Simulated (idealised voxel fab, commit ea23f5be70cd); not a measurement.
Presented below is a process module, voxel self aligned vias.
FYI the section here is cut, 155 nm wide, cells are 5 nm squares.
Cross-section spec: square-cell grid; bands listed top down; each band is one or more rows.
Within each band entry, the heights of the top and of the bottom of the band appear first, in that order and in nm; the materials of the band then follow from left to right, each with its corresponding width in nm. The designation "full width" on a single material indicates that it fills the band from edge to edge; the designation "air" indicates empty space.
Beneath 0, the wafer as received is one material, and that level is where height counting begins. The lowest band goes on downward without a bottom; it is written like "from 0 down".
The expression "30 to 40" gives the width at the extremes of the band, the first number at its top row of cells and the second at its bottom row, with the width changing by equal amounts from each row to the next in between.
What does "nothing changed" mean for a step? It means no cell of the cross-section changed in that step.
Basically, "Sealed internal cavities" tells you about the enclosed voids: empty spaces with no open way to the top, 8 cells or bigger, each written width x height at distance, where distance is from the left edge, all in nm.
Step line, after settings: the simulator's comment on this step.
The line of a step may include "overlay nm". On a step with a mask, this value is how far to the right of its planned place the mask lay. A negative value means the mask lay to the left.

# Steps in the process plan
1) RECEIVE,material Si
2) CONFORMAL_DEP,material SiO2,thk nm 10
3) CONFORMAL_DEP,material SiCN,thk nm 5
4) DIRECTIONAL_DEP,material lowk,thk nm 30
5) MASKED_ETCH,tone open,mask id LINES,width nm 30,pitch nm 65,etch materials lowk,depth nm 30,overlay nm -15
6) CONFORMAL_DEP,material TiN,thk nm 5
7) FILL_DEP,material Ru,thk nm 10
8) CMP,height nm 45
9) SELECTIVE_ETCH,etch materials W Ru TiN,depth nm 5
10) FILL_DEP,material SiN,thk nm 10
11) CMP,height nm 45
12) DIRECTIONAL_DEP,material lowk,thk nm 15
13) PATTERN,tone open,mask id VIAS,material resist,width nm 50,thk nm 15,overlay nm 0
14) DIRECTIONAL_ETCH,etch materials lowk,depth nm 15
15) DIRECTIONAL_ETCH,etch materials SiN,depth nm 5
16) STRIP,etch materials resist
17) CONFORMAL_DEP,material TiN,thk nm 5
18) FILL_DEP,material Cu,thk nm 5
19) CMP,height nm 60
20) CONFORMAL_DEP,material SiCN,thk nm 5
The value of overlay nm given for step 5 in the plan refers to the first wafer; the wafers vary in this setting and are alike at the start.

# The first of several wafers, as received after step 1, seen in section
> from 0 down  Si full width
> Sealed internal cavities: none

# Heads up, this table goes wafer by wafer. A row tells you, at the end of the module, how many cells of each material that wafer has put on (+) or dropped (-) since it was received, and then its closed voids
overlay nm -15 | +19 Cu | +32 Ru | +62 SiCN | +7 SiN | +62 SiO2 | +44 TiN | +177 lowk | Sealed internal cavities: none
overlay nm -10 | +20 Cu | +32 Ru | +62 SiCN | +6 SiN | +62 SiO2 | +44 TiN | +177 lowk | Sealed internal cavities: none
overlay nm -5 | +20 Cu | +32 Ru | +62 SiCN | +6 SiN | +62 SiO2 | +44 TiN | +177 lowk | Sealed internal cavities: none
overlay nm 0 | +20 Cu | +32 Ru | +62 SiCN | +6 SiN | +62 SiO2 | +44 TiN | +177 lowk | Sealed internal cavities: none
overlay nm 5 | +20 Cu | +32 Ru | +62 SiCN | +6 SiN | +62 SiO2 | +44 TiN | +177 lowk | Sealed internal cavities: none
overlay nm 10 | +20 Cu | +32 Ru | +62 SiCN | +6 SiN | +62 SiO2 | +44 TiN | +177 lowk | Sealed internal cavities: none
overlay nm 15 | +19 Cu | +32 Ru | +62 SiCN | +7 SiN | +62 SiO2 | +44 TiN | +177 lowk | Sealed internal cavities: none
